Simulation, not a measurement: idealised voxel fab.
process module | voxel lift off
cross-section cut | 200 nm wide | cells 5 nm
A cross-section is a grid of square cells, given in bands from the top down. A band is one or more rows of cells.
Each band's line starts with the height of the band's top and of its bottom, in nm. Then come its materials from left to right, each with its width in nm. One material with "throughout" fills the band from edge to edge. "air" is empty space.
Height 0 is the level under which the wafer as received is all one material. The lowest band goes on downwards, as in "0 down".
A width such as "30 to 40" changes by the same amount from each row of cells to the next, from the band's top row to its bottom row.
"no change" after a step means that no cell of the cross-section changed.
closed voids: empty space of 8 cells or more with no open way to the top, each as width x height at its distance from the left edge, in nm
after a step's settings: what the simulator itself notes on the step
overlay nm, on a step with a mask: how far to the right of its planned place the mask lay; to the left if negative
plan
1 op RECEIVE | material Si
2 op CONFORMAL_DEP | material Al2O3 | thk nm 5
3 op PATTERN | tone open | mask id LINES | material resist | width nm 20 | pitch nm 45 | thk nm 15 | overlay nm 0
4 op DIRECTIONAL_DEP | material Ru | thk nm 5
5 op STRIP | etch materials resist
6 op CONFORMAL_DEP | material SiO2 | thk nm 5
as received, after step 1
  0 down: Si throughout
  closed voids: none
a wafer at the end: this start, this plan, one mistake
  25 to 20: air 30 | SiO2 140 | air 30
  20 to 10: SiO2 throughout
  10 to 5: SiO2 45 | Ru 20 | SiO2 25 | Ru 20 | SiO2 25 | Ru 20 | SiO2 45
  5 to 0: Al2O3 throughout
  0 down: Si throughout
  closed voids: none
what went wrong: step 6 ran as: op CONFORMAL_DEP | material SiO2 | thk nm 15
